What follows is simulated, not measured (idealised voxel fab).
Process module name: voxel released beams
Section shown: cut. Width: 215 nm. Cell size: 5 nm, square.
Cross-section, as written here: a square-cell grid given band by band from the top down, where a band holds one or more rows of cells. In this notation a band is specified by the heights of its top and bottom, in that order and in nm, after which its materials appear from left to right, each paired with its width in nm. The word "edge to edge" attached to a single material means that material fills the band from edge to edge; the word "empty" stands for empty space. Heads up on the height convention: 0 is the point under which the incoming wafer is all one material, and the lowest band has no bottom, it just keeps going down, like "0 nm and below". A width given as "30->40" starts at the first number in the band's top row and ends at the second number in its bottom row, shifting by an equal amount at every step from row to row. Any step labelled "everything unchanged" changed none of the cells in the cross-section. What "Closed-off voids" gives you is every empty space of 8 cells or more that is cut off from the top. Each appears as width x height at distance, with the distance taken from the left edge and width, height and distance all in nm. It should be noted that, on the line of a given step, the content following the step's settings is a remark produced by the simulator itself with respect to that step. A step line may carry the setting "overlay nm", which, for steps involving a mask, states the distance by which the mask lay to the right of its intended position; negative values denote displacement to the left.
## This section lists the process steps that were planned
step 1: op RECEIVE | material Si
step 2: op CONFORMAL_DEP | material SiN | thk nm 10
step 3: op DIRECTIONAL_DEP | material SiO2 | thk nm 10
step 4: op DIRECTIONAL_DEP | material aC | thk nm 10
step 5: op PATTERN | tone open | mask id ANCHOR | material resist | width nm 35 | thk nm 25 | overlay nm 0
step 6: op DIRECTIONAL_ETCH | etch materials aC | depth nm 10
step 7: op STRIP | etch materials resist
step 8: op DIRECTIONAL_ETCH | etch materials SiO2 | depth nm 10
step 9: op STRIP | etch materials aC
step 10: op CONFORMAL_DEP | material polySi | thk nm 15
step 11: op DIRECTIONAL_DEP | material aC | thk nm 10
step 12: op PATTERN | tone cover | mask id BEAM | material resist | width nm 105 | thk nm 30 | overlay nm 0
step 13: op DIRECTIONAL_ETCH | etch materials aC | depth nm 10
step 14: op STRIP | etch materials resist
step 15: op DIRECTIONAL_ETCH | etch materials polySi | depth nm 15
step 16: op STRIP | etch materials aC
step 17: op STRIP | etch materials SiO2
## Cross-section of the incoming wafer, state after step 1
- 0 nm and below = Si edge to edge
- Closed-off voids: none
## Cross-sectional image of the first of two wafers at the end of the module, the run having proceeded as planned
- 35 nm to 25 nm = empty 50 nm, polySi 20 nm, empty 5 nm, polySi 80 nm, empty 60 nm
- 25 nm to 20 nm = empty 50 nm, polySi 105 nm, empty 60 nm
- 20 nm to 10 nm = empty 55 nm, polySi 35 nm, empty 125 nm
- 10 nm to 0 nm = SiN edge to edge
- 0 nm and below = Si edge to edge
- Closed-off voids: none
## Second wafer of the two, sectioned at the end of the module. It began like the first and followed the same plan, but one mistake was made while running it
- 30 nm to 20 nm = empty 50 nm, polySi 15 nm, empty 15 nm, polySi 75 nm, empty 60 nm
- 20 nm to 10 nm = empty 55 nm, polySi 35 nm, empty 125 nm
- 10 nm to 0 nm = SiN edge to edge
- 0 nm and below = Si edge to edge
- Closed-off voids: none
Misprocessing identified: heads up, step 10 didn't go per plan, it actually ran as op CONFORMAL_DEP | material polySi | thk nm 10
Wafer comparison, final, in cells, second relative to first, materials more or fewer: 25 fewer of polySi
